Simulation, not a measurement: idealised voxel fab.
Process module, titled voxel capacitor over wiring
This is section cut - it's 295 nm across, gridded in 5 nm square cells.
A cross-section in this document is a grid of square cells, and it is written down as bands, the top band listed before the ones below it; a band is made up of one or more rows of cells. This entry defines a band. It first specifies the height of the band's top and the height of its bottom in nm, and then specifies the band's materials from left to right, stating each material with its width in nm. The word "everywhere" identifies a single material that fills the band from edge to edge, while the word "blank" identifies empty space. Height is counted from the level 0, under which the received wafer is composed throughout of one material. The lowest of the bands is not closed at the bottom but continues downward, in the notation "0 -> down". A two-number width, for instance "30 to 40", indicates that the width is equal to the first number in the top row of the band and to the second number in the bottom row, and that it changes by a constant amount per row of cells. Where a step carries "remains unaltered", the cross-section came out of it unchanged, cell for cell. "Non-vented voids" means: voids of 8 cells or more that are shut off from the top with no open way through. Written width x height at distance, distance from the left edge, in nm. What comes after the settings on a step's line is commentary from the simulator itself on that step. overlay nm: mask offset rightward from planned place, masked step; negative means leftward offset.

[These are the steps we planned for the process]
step 1: op RECEIVE | material Si
step 2: op CONFORMAL_DEP | material SiO2 | thk nm 10
step 3: op CONFORMAL_DEP | material SiCN | thk nm 5
step 4: op DIRECTIONAL_DEP | material SiO2 | thk nm 15
step 5: op DIRECTIONAL_DEP | material aC | thk nm 10
step 6: op PATTERN | tone open | mask id METAL_1 | material resist | width nm 20 | pitch nm 80 | thk nm 25 | overlay nm 0
step 7: op DIRECTIONAL_ETCH | etch materials aC | depth nm 10
step 8: op STRIP | etch materials resist
step 9: op DIRECTIONAL_ETCH | etch materials SiO2 | depth nm 15
step 10: op DIRECTIONAL_ETCH | etch materials SiCN | depth nm 5
step 11: op STRIP | etch materials aC
step 12: op CONFORMAL_DEP | material TiN | thk nm 5
step 13: op FILL_DEP | material Cu | thk nm 10
step 14: op CMP | height nm 30
step 15: op CONFORMAL_DEP | material SiCN | thk nm 5
step 16: op DIRECTIONAL_DEP | material lowk | thk nm 15
step 17: op DIRECTIONAL_DEP | material aC | thk nm 10
step 18: op PATTERN | tone open | mask id PLUG_1 | material resist | width nm 15 | thk nm 30 | overlay nm 0
step 19: op DIRECTIONAL_ETCH | etch materials aC | depth nm 10
step 20: op STRIP | etch materials resist
step 21: op DIRECTIONAL_ETCH | etch materials lowk | depth nm 15
step 22: op DIRECTIONAL_ETCH | etch materials SiCN | depth nm 5
step 23: op STRIP | etch materials aC
step 24: op CONFORMAL_DEP | material TiN | thk nm 5
step 25: op FILL_DEP | material Ru | thk nm 10
step 26: op CMP | height nm 50
step 27: op DIRECTIONAL_DEP | material TiN | thk nm 5
step 28: op DIRECTIONAL_DEP | material SiN | thk nm 5
step 29: op DIRECTIONAL_DEP | material TiN | thk nm 10
step 30: op PATTERN | tone cover | mask id UPPER_PLATE | material resist | width nm 65 | thk nm 15 | overlay nm 0
step 31: op DIRECTIONAL_ETCH | etch materials TiN | depth nm 10
step 32: op DIRECTIONAL_ETCH | etch materials SiN | depth nm 5
step 33: op STRIP | etch materials resist
step 34: op DIRECTIONAL_DEP | material aC | thk nm 10
step 35: op PATTERN | tone cover | mask id LOWER_PLATE | material resist | width nm 75 | thk nm 25 | overlay nm 0
step 36: op DIRECTIONAL_ETCH | etch materials aC | depth nm 10
step 37: op STRIP | etch materials resist
step 38: op DIRECTIONAL_ETCH | etch materials TiN | depth nm 5
step 39: op STRIP | etch materials aC
step 40: op FILL_DEP | material SiO2 | thk nm 20
step 41: op CMP | height nm 85
step 42: op PATTERN | tone open | mask id PLUG_2 | material resist | width nm 15 | thk nm 15 | overlay nm 0
step 43: op DIRECTIONAL_ETCH | etch materials SiO2 | depth nm 15
step 44: op STRIP | etch materials resist
step 45: op CONFORMAL_DEP | material TiN | thk nm 5
step 46: op FILL_DEP | material Ru | thk nm 5
step 47: op CMP | height nm 85
step 48: op CONFORMAL_DEP | material SiN | thk nm 5

[Run as planned: first of two wafers]

[This is the cross-section of the wafer as we received it, i.e. after step 1]
	0 -> down: Si everywhere
	Non-vented voids: none

[After step 2: wafer cross-section]
	10 -> 0: SiO2 everywhere
	For the remainder of the cross-section, below 0, there is no change.

[After step 3: wafer cross-section]
	15 -> 10: SiCN everywhere
	For the remainder of the cross-section, below 10, there is no change.

[After step 4: wafer cross-section]
	30 -> 15: SiO2 everywhere
	For the remainder of the cross-section, below 15, there is no change.

[After step 5: wafer cross-section]
	40 -> 30: aC everywhere
	For the remainder of the cross-section, below 30, there is no change.

[After step 6: wafer cross-section]
	65 -> 40: resist: 95 | blank: 20 | resist: 60 | blank: 20 | resist: 100
	For the remainder of the cross-section, below 40, there is no change.

[After step 7: wafer cross-section]
	55 -> 40: resist: 95 | blank: 20 | resist: 60 | blank: 20 | resist: 100
	40 -> 30: aC: 95 | blank: 20 | aC: 60 | blank: 20 | aC: 100
	For the remainder of the cross-section, below 30, there is no change.

[After step 8: wafer cross-section]
	40 -> 30: aC: 95 | blank: 20 | aC: 60 | blank: 20 | aC: 100
	For the remainder of the cross-section, below 30, there is no change.

[After step 9: wafer cross-section]
	40 -> 30: aC: 95 | blank: 20 | aC: 60 | blank: 20 | aC: 100
	30 -> 15: SiO2: 95 | blank: 20 | SiO2: 60 | blank: 20 | SiO2: 100
	For the remainder of the cross-section, below 15, there is no change.

[After step 10: wafer cross-section]
	40 -> 30: aC: 95 | blank: 20 | aC: 60 | blank: 20 | aC: 100
	30 -> 15: SiO2: 95 | blank: 20 | SiO2: 60 | blank: 20 | SiO2: 100
	15 -> 10: SiCN: 95 | blank: 20 | SiCN: 60 | blank: 20 | SiCN: 100
	For the remainder of the cross-section, below 10, there is no change.

[After step 11: wafer cross-section]
	30 -> 15: SiO2: 95 | blank: 20 | SiO2: 60 | blank: 20 | SiO2: 100
	For the remainder of the cross-section, below 15, there is no change.

[After step 12: wafer cross-section]
	35 -> 30: TiN: 100 | blank: 10 | TiN: 70 | blank: 10 | TiN: 105
	30 -> 15: SiO2: 95 | TiN: 5 | blank: 10 | TiN: 5 | SiO2: 60 | TiN: 5 | blank: 10 | TiN: 5 | SiO2: 100
	15 -> 10: SiCN: 95 | TiN: 20 | SiCN: 60 | TiN: 20 | SiCN: 100
	For the remainder of the cross-section, below 10, there is no change.

[After step 13: wafer cross-section]
	45 -> 35: Cu everywhere
	35 -> 30: TiN: 100 | Cu: 10 | TiN: 70 | Cu: 10 | TiN: 105
	30 -> 15: SiO2: 95 | TiN: 5 | Cu: 10 | TiN: 5 | SiO2: 60 | TiN: 5 | Cu: 10 | TiN: 5 | SiO2: 100
	For the remainder of the cross-section, below 15, there is no change.

[After step 14: wafer cross-section]
	30 -> 15: SiO2: 95 | TiN: 5 | Cu: 10 | TiN: 5 | SiO2: 60 | TiN: 5 | Cu: 10 | TiN: 5 | SiO2: 100
	For the remainder of the cross-section, below 15, there is no change.

[After step 15: wafer cross-section]
	35 -> 30: SiCN everywhere
	For the remainder of the cross-section, below 30, there is no change.

[After step 16: wafer cross-section]
	50 -> 35: lowk everywhere
	For the remainder of the cross-section, below 35, there is no change.

[After step 17: wafer cross-section]
	60 -> 50: aC everywhere
	For the remainder of the cross-section, below 50, there is no change.

[After step 18: wafer cross-section]
	90 -> 60: resist: 100 | blank: 15 | resist: 180
	For the remainder of the cross-section, below 60, there is no change.

[After step 19: wafer cross-section]
	80 -> 60: resist: 100 | blank: 15 | resist: 180
	60 -> 50: aC: 100 | blank: 15 | aC: 180
	For the remainder of the cross-section, below 50, there is no change.

[After step 20: wafer cross-section]
	60 -> 50: aC: 100 | blank: 15 | aC: 180
	For the remainder of the cross-section, below 50, there is no change.

[After step 21: wafer cross-section]
	60 -> 50: aC: 100 | blank: 15 | aC: 180
	50 -> 35: lowk: 100 | blank: 15 | lowk: 180
	For the remainder of the cross-section, below 35, there is no change.

[After step 22: wafer cross-section]
	60 -> 50: aC: 100 | blank: 15 | aC: 180
	50 -> 35: lowk: 100 | blank: 15 | lowk: 180
	35 -> 30: SiCN: 100 | blank: 15 | SiCN: 180
	For the remainder of the cross-section, below 30, there is no change.

[After step 23: wafer cross-section]
	50 -> 35: lowk: 100 | blank: 15 | lowk: 180
	For the remainder of the cross-section, below 35, there is no change.

[After step 24: wafer cross-section]
	55 -> 50: TiN: 105 | blank: 5 | TiN: 185
	50 -> 35: lowk: 100 | TiN: 5 | blank: 5 | TiN: 5 | lowk: 180
	35 -> 30: SiCN: 100 | TiN: 15 | SiCN: 180
	For the remainder of the cross-section, below 30, there is no change.

[After step 25: wafer cross-section]
	65 -> 55: Ru everywhere
	55 -> 50: TiN: 105 | Ru: 5 | TiN: 185
	50 -> 35: lowk: 100 | TiN: 5 | Ru: 5 | TiN: 5 | lowk: 180
	For the remainder of the cross-section, below 35, there is no change.

[After step 26: wafer cross-section]
	50 -> 35: lowk: 100 | TiN: 5 | Ru: 5 | TiN: 5 | lowk: 180
	For the remainder of the cross-section, below 35, there is no change.

[After step 27: wafer cross-section]
	55 -> 50: TiN everywhere
	For the remainder of the cross-section, below 50, there is no change.

[After step 28: wafer cross-section]
	60 -> 55: SiN everywhere
	For the remainder of the cross-section, below 55, there is no change.

[After step 29: wafer cross-section]
	70 -> 60: TiN everywhere
	For the remainder of the cross-section, below 60, there is no change.

[After step 30: wafer cross-section]
	85 -> 70: blank: 100 | resist: 65 | blank: 130
	For the remainder of the cross-section, below 70, there is no change.

[After step 31: wafer cross-section]
	85 -> 70: blank: 100 | resist: 65 | blank: 130
	70 -> 60: blank: 100 | TiN: 65 | blank: 130
	For the remainder of the cross-section, below 60, there is no change.

[After step 32: wafer cross-section]
	85 -> 70: blank: 100 | resist: 65 | blank: 130
	70 -> 60: blank: 100 | TiN: 65 | blank: 130
	60 -> 55: blank: 100 | SiN: 65 | blank: 130
	For the remainder of the cross-section, below 55, there is no change.

[After step 33: wafer cross-section]
	70 -> 60: blank: 100 | TiN: 65 | blank: 130
	For the remainder of the cross-section, below 60, there is no change.

[After step 34: wafer cross-section]
	80 -> 70: blank: 100 | aC: 65 | blank: 130
	70 -> 65: blank: 100 | TiN: 65 | blank: 130
	65 -> 60: aC: 100 | TiN: 65 | aC: 130
	60 -> 55: aC: 100 | SiN: 65 | aC: 130
	For the remainder of the cross-section, below 55, there is no change.

[After step 35: wafer cross-section]
	105 -> 80: blank: 95 | resist: 75 | blank: 125
	80 -> 70: blank: 95 | resist: 5 | aC: 65 | resist: 5 | blank: 125
	70 -> 65: blank: 95 | resist: 5 | TiN: 65 | resist: 5 | blank: 125
	For the remainder of the cross-section, below 65, there is no change.

[After step 36: wafer cross-section]
	95 -> 80: blank: 95 | resist: 75 | blank: 125
	80 -> 70: blank: 95 | resist: 5 | aC: 65 | resist: 5 | blank: 125
	70 -> 65: blank: 95 | resist: 5 | TiN: 65 | resist: 5 | blank: 125
	65 -> 60: blank: 95 | aC: 5 | TiN: 65 | aC: 5 | blank: 125
	60 -> 55: blank: 95 | aC: 5 | SiN: 65 | aC: 5 | blank: 125
	For the remainder of the cross-section, below 55, there is no change.

[After step 37: wafer cross-section]
	80 -> 70: blank: 100 | aC: 65 | blank: 130
	70 -> 65: blank: 100 | TiN: 65 | blank: 130
	For the remainder of the cross-section, below 65, there is no change.

[After step 38: wafer cross-section]
	80 -> 70: blank: 100 | aC: 65 | blank: 130
	70 -> 65: blank: 100 | TiN: 65 | blank: 130
	65 -> 60: blank: 95 | aC: 5 | TiN: 65 | aC: 5 | blank: 125
	60 -> 55: blank: 95 | aC: 5 | SiN: 65 | aC: 5 | blank: 125
	55 -> 50: blank: 95 | TiN: 75 | blank: 125
	For the remainder of the cross-section, below 50, there is no change.

[After step 39: wafer cross-section]
	70 -> 60: blank: 100 | TiN: 65 | blank: 130
	60 -> 55: blank: 100 | SiN: 65 | blank: 130
	For the remainder of the cross-section, below 55, there is no change.

[After step 40: wafer cross-section]
	90 -> 70: SiO2 everywhere
	70 -> 60: SiO2: 100 | TiN: 65 | SiO2: 130
	60 -> 55: SiO2: 100 | SiN: 65 | SiO2: 130
	55 -> 50: SiO2: 95 | TiN: 75 | SiO2: 125
	For the remainder of the cross-section, below 50, there is no change.

[After step 41: wafer cross-section]
	85 -> 70: SiO2 everywhere
	For the remainder of the cross-section, below 70, there is no change.

[After step 42: wafer cross-section]
	100 -> 85: resist: 110 | blank: 15 | resist: 170
	For the remainder of the cross-section, below 85, there is no change.

[After step 43: wafer cross-section]
	100 -> 85: resist: 110 | blank: 15 | resist: 170
	85 -> 70: SiO2: 110 | blank: 15 | SiO2: 170
	For the remainder of the cross-section, below 70, there is no change.

[After step 44: wafer cross-section]
	85 -> 70: SiO2: 110 | blank: 15 | SiO2: 170
	For the remainder of the cross-section, below 70, there is no change.

[After step 45: wafer cross-section]
	90 -> 85: TiN: 115 | blank: 5 | TiN: 175
	85 -> 75: SiO2: 110 | TiN: 5 | blank: 5 | TiN: 5 | SiO2: 170
	75 -> 70: SiO2: 110 | TiN: 15 | SiO2: 170
	For the remainder of the cross-section, below 70, there is no change.

[After step 46: wafer cross-section]
	95 -> 90: Ru everywhere
	90 -> 85: TiN: 115 | Ru: 5 | TiN: 175
	85 -> 75: SiO2: 110 | TiN: 5 | Ru: 5 | TiN: 5 | SiO2: 170
	For the remainder of the cross-section, below 75, there is no change.

[After step 47: wafer cross-section]
	85 -> 75: SiO2: 110 | TiN: 5 | Ru: 5 | TiN: 5 | SiO2: 170
	For the remainder of the cross-section, below 75, there is no change.

[After step 48: wafer cross-section]
	90 -> 85: SiN everywhere
	For the remainder of the cross-section, below 85, there is no change.

[The second wafer began exactly as the first did and followed the same plan, but one mistake was made while running it; through step 1 inclusive, the two wafers are identical]

[Look at the second wafer in cross-section at the time step 2 ought to have finished]
	10 -> 0: lowk everywhere
	For the remainder of the cross-section, below 0, there is no change.

[Look at the second wafer in cross-section at the time step 3 ought to have finished]
	15 -> 10: SiCN everywhere
	For the remainder of the cross-section, below 10, there is no change.

[Look at the second wafer in cross-section at the time step 4 ought to have finished]
	30 -> 15: SiO2 everywhere
	For the remainder of the cross-section, below 15, there is no change.

[Look at the second wafer in cross-section at the time step 5 ought to have finished]
	40 -> 30: aC everywhere
	For the remainder of the cross-section, below 30, there is no change.

[Look at the second wafer in cross-section at the time step 6 ought to have finished]
	65 -> 40: resist: 95 | blank: 20 | resist: 60 | blank: 20 | resist: 100
	For the remainder of the cross-section, below 40, there is no change.

[Look at the second wafer in cross-section at the time step 7 ought to have finished]
	55 -> 40: resist: 95 | blank: 20 | resist: 60 | blank: 20 | resist: 100
	40 -> 30: aC: 95 | blank: 20 | aC: 60 | blank: 20 | aC: 100
	For the remainder of the cross-section, below 30, there is no change.

[Look at the second wafer in cross-section at the time step 8 ought to have finished]
	40 -> 30: aC: 95 | blank: 20 | aC: 60 | blank: 20 | aC: 100
	For the remainder of the cross-section, below 30, there is no change.

[Look at the second wafer in cross-section at the time step 9 ought to have finished]
	40 -> 30: aC: 95 | blank: 20 | aC: 60 | blank: 20 | aC: 100
	30 -> 15: SiO2: 95 | blank: 20 | SiO2: 60 | blank: 20 | SiO2: 100
	For the remainder of the cross-section, below 15, there is no change.

[Look at the second wafer in cross-section at the time step 10 ought to have finished]
	40 -> 30: aC: 95 | blank: 20 | aC: 60 | blank: 20 | aC: 100
	30 -> 15: SiO2: 95 | blank: 20 | SiO2: 60 | blank: 20 | SiO2: 100
	15 -> 10: SiCN: 95 | blank: 20 | SiCN: 60 | blank: 20 | SiCN: 100
	For the remainder of the cross-section, below 10, there is no change.

[Look at the second wafer in cross-section at the time step 11 ought to have finished]
	30 -> 15: SiO2: 95 | blank: 20 | SiO2: 60 | blank: 20 | SiO2: 100
	For the remainder of the cross-section, below 15, there is no change.

[Look at the second wafer in cross-section at the time step 12 ought to have finished]
	35 -> 30: TiN: 100 | blank: 10 | TiN: 70 | blank: 10 | TiN: 105
	30 -> 15: SiO2: 95 | TiN: 5 | blank: 10 | TiN: 5 | SiO2: 60 | TiN: 5 | blank: 10 | TiN: 5 | SiO2: 100
	15 -> 10: SiCN: 95 | TiN: 20 | SiCN: 60 | TiN: 20 | SiCN: 100
	For the remainder of the cross-section, below 10, there is no change.

[Look at the second wafer in cross-section at the time step 13 ought to have finished]
	45 -> 35: Cu everywhere
	35 -> 30: TiN: 100 | Cu: 10 | TiN: 70 | Cu: 10 | TiN: 105
	30 -> 15: SiO2: 95 | TiN: 5 | Cu: 10 | TiN: 5 | SiO2: 60 | TiN: 5 | Cu: 10 | TiN: 5 | SiO2: 100
	For the remainder of the cross-section, below 15, there is no change.

[Look at the second wafer in cross-section at the time step 14 ought to have finished]
	30 -> 15: SiO2: 95 | TiN: 5 | Cu: 10 | TiN: 5 | SiO2: 60 | TiN: 5 | Cu: 10 | TiN: 5 | SiO2: 100
	For the remainder of the cross-section, below 15, there is no change.

[Look at the second wafer in cross-section at the time step 15 ought to have finished]
	35 -> 30: SiCN everywhere
	For the remainder of the cross-section, below 30, there is no change.

[Look at the second wafer in cross-section at the time step 16 ought to have finished]
	50 -> 35: lowk everywhere
	For the remainder of the cross-section, below 35, there is no change.

[Look at the second wafer in cross-section at the time step 17 ought to have finished]
	60 -> 50: aC everywhere
	For the remainder of the cross-section, below 50, there is no change.

[Look at the second wafer in cross-section at the time step 18 ought to have finished]
	90 -> 60: resist: 100 | blank: 15 | resist: 180
	For the remainder of the cross-section, below 60, there is no change.

[Look at the second wafer in cross-section at the time step 19 ought to have finished]
	80 -> 60: resist: 100 | blank: 15 | resist: 180
	60 -> 50: aC: 100 | blank: 15 | aC: 180
	For the remainder of the cross-section, below 50, there is no change.

[Look at the second wafer in cross-section at the time step 20 ought to have finished]
	60 -> 50: aC: 100 | blank: 15 | aC: 180
	For the remainder of the cross-section, below 50, there is no change.

[Look at the second wafer in cross-section at the time step 21 ought to have finished]
	60 -> 50: aC: 100 | blank: 15 | aC: 180
	50 -> 35: lowk: 100 | blank: 15 | lowk: 180
	For the remainder of the cross-section, below 35, there is no change.

[Look at the second wafer in cross-section at the time step 22 ought to have finished]
	60 -> 50: aC: 100 | blank: 15 | aC: 180
	50 -> 35: lowk: 100 | blank: 15 | lowk: 180
	35 -> 30: SiCN: 100 | blank: 15 | SiCN: 180
	For the remainder of the cross-section, below 30, there is no change.

[Look at the second wafer in cross-section at the time step 23 ought to have finished]
	50 -> 35: lowk: 100 | blank: 15 | lowk: 180
	For the remainder of the cross-section, below 35, there is no change.

[Look at the second wafer in cross-section at the time step 24 ought to have finished]
	55 -> 50: TiN: 105 | blank: 5 | TiN: 185
	50 -> 35: lowk: 100 | TiN: 5 | blank: 5 | TiN: 5 | lowk: 180
	35 -> 30: SiCN: 100 | TiN: 15 | SiCN: 180
	For the remainder of the cross-section, below 30, there is no change.

[Look at the second wafer in cross-section at the time step 25 ought to have finished]
	65 -> 55: Ru everywhere
	55 -> 50: TiN: 105 | Ru: 5 | TiN: 185
	50 -> 35: lowk: 100 | TiN: 5 | Ru: 5 | TiN: 5 | lowk: 180
	For the remainder of the cross-section, below 35, there is no change.

[Look at the second wafer in cross-section at the time step 26 ought to have finished]
	50 -> 35: lowk: 100 | TiN: 5 | Ru: 5 | TiN: 5 | lowk: 180
	For the remainder of the cross-section, below 35, there is no change.

[Look at the second wafer in cross-section at the time step 27 ought to have finished]
	55 -> 50: TiN everywhere
	For the remainder of the cross-section, below 50, there is no change.

[Look at the second wafer in cross-section at the time step 28 ought to have finished]
	60 -> 55: SiN everywhere
	For the remainder of the cross-section, below 55, there is no change.

[Look at the second wafer in cross-section at the time step 29 ought to have finished]
	70 -> 60: TiN everywhere
	For the remainder of the cross-section, below 60, there is no change.

[Look at the second wafer in cross-section at the time step 30 ought to have finished]
	85 -> 70: blank: 100 | resist: 65 | blank: 130
	For the remainder of the cross-section, below 70, there is no change.

[Look at the second wafer in cross-section at the time step 31 ought to have finished]
	85 -> 70: blank: 100 | resist: 65 | blank: 130
	70 -> 60: blank: 100 | TiN: 65 | blank: 130
	For the remainder of the cross-section, below 60, there is no change.

[Look at the second wafer in cross-section at the time step 32 ought to have finished]
	85 -> 70: blank: 100 | resist: 65 | blank: 130
	70 -> 60: blank: 100 | TiN: 65 | blank: 130
	60 -> 55: blank: 100 | SiN: 65 | blank: 130
	For the remainder of the cross-section, below 55, there is no change.

[Look at the second wafer in cross-section at the time step 33 ought to have finished]
	70 -> 60: blank: 100 | TiN: 65 | blank: 130
	For the remainder of the cross-section, below 60, there is no change.

[Look at the second wafer in cross-section at the time step 34 ought to have finished]
	80 -> 70: blank: 100 | aC: 65 | blank: 130
	70 -> 65: blank: 100 | TiN: 65 | blank: 130
	65 -> 60: aC: 100 | TiN: 65 | aC: 130
	60 -> 55: aC: 100 | SiN: 65 | aC: 130
	For the remainder of the cross-section, below 55, there is no change.

[Look at the second wafer in cross-section at the time step 35 ought to have finished]
	105 -> 80: blank: 95 | resist: 75 | blank: 125
	80 -> 70: blank: 95 | resist: 5 | aC: 65 | resist: 5 | blank: 125
	70 -> 65: blank: 95 | resist: 5 | TiN: 65 | resist: 5 | blank: 125
	For the remainder of the cross-section, below 65, there is no change.

[Look at the second wafer in cross-section at the time step 36 ought to have finished]
	95 -> 80: blank: 95 | resist: 75 | blank: 125
	80 -> 70: blank: 95 | resist: 5 | aC: 65 | resist: 5 | blank: 125
	70 -> 65: blank: 95 | resist: 5 | TiN: 65 | resist: 5 | blank: 125
	65 -> 60: blank: 95 | aC: 5 | TiN: 65 | aC: 5 | blank: 125
	60 -> 55: blank: 95 | aC: 5 | SiN: 65 | aC: 5 | blank: 125
	For the remainder of the cross-section, below 55, there is no change.

[Look at the second wafer in cross-section at the time step 37 ought to have finished]
	80 -> 70: blank: 100 | aC: 65 | blank: 130
	70 -> 65: blank: 100 | TiN: 65 | blank: 130
	For the remainder of the cross-section, below 65, there is no change.

[Look at the second wafer in cross-section at the time step 38 ought to have finished]
	80 -> 70: blank: 100 | aC: 65 | blank: 130
	70 -> 65: blank: 100 | TiN: 65 | blank: 130
	65 -> 60: blank: 95 | aC: 5 | TiN: 65 | aC: 5 | blank: 125
	60 -> 55: blank: 95 | aC: 5 | SiN: 65 | aC: 5 | blank: 125
	55 -> 50: blank: 95 | TiN: 75 | blank: 125
	For the remainder of the cross-section, below 50, there is no change.

[Look at the second wafer in cross-section at the time step 39 ought to have finished]
	70 -> 60: blank: 100 | TiN: 65 | blank: 130
	60 -> 55: blank: 100 | SiN: 65 | blank: 130
	For the remainder of the cross-section, below 55, there is no change.

[Look at the second wafer in cross-section at the time step 40 ought to have finished]
	90 -> 70: SiO2 everywhere
	70 -> 60: SiO2: 100 | TiN: 65 | SiO2: 130
	60 -> 55: SiO2: 100 | SiN: 65 | SiO2: 130
	55 -> 50: SiO2: 95 | TiN: 75 | SiO2: 125
	For the remainder of the cross-section, below 50, there is no change.

[Look at the second wafer in cross-section at the time step 41 ought to have finished]
	85 -> 70: SiO2 everywhere
	For the remainder of the cross-section, below 70, there is no change.

[Look at the second wafer in cross-section at the time step 42 ought to have finished]
	100 -> 85: resist: 110 | blank: 15 | resist: 170
	For the remainder of the cross-section, below 85, there is no change.

[Look at the second wafer in cross-section at the time step 43 ought to have finished]
	100 -> 85: resist: 110 | blank: 15 | resist: 170
	85 -> 70: SiO2: 110 | blank: 15 | SiO2: 170
	For the remainder of the cross-section, below 70, there is no change.

[Look at the second wafer in cross-section at the time step 44 ought to have finished]
	85 -> 70: SiO2: 110 | blank: 15 | SiO2: 170
	For the remainder of the cross-section, below 70, there is no change.

[Look at the second wafer in cross-section at the time step 45 ought to have finished]
	90 -> 85: TiN: 115 | blank: 5 | TiN: 175
	85 -> 75: SiO2: 110 | TiN: 5 | blank: 5 | TiN: 5 | SiO2: 170
	75 -> 70: SiO2: 110 | TiN: 15 | SiO2: 170
	For the remainder of the cross-section, below 70, there is no change.

[Look at the second wafer in cross-section at the time step 46 ought to have finished]
	95 -> 90: Ru everywhere
	90 -> 85: TiN: 115 | Ru: 5 | TiN: 175
	85 -> 75: SiO2: 110 | TiN: 5 | Ru: 5 | TiN: 5 | SiO2: 170
	For the remainder of the cross-section, below 75, there is no change.

[Look at the second wafer in cross-section at the time step 47 ought to have finished]
	85 -> 75: SiO2: 110 | TiN: 5 | Ru: 5 | TiN: 5 | SiO2: 170
	For the remainder of the cross-section, below 75, there is no change.

[Look at the second wafer in cross-section at the time step 48 ought to have finished]
	90 -> 85: SiN everywhere
	For the remainder of the cross-section, below 85, there is no change.
The mistake made against the process plan was this: not per plan at step 2, really ran op CONFORMAL_DEP | material lowk | thk nm 10
Heads up, by the end the second wafer has more or fewer cells of some materials compared to the first: SiO2 -118, lowk +118
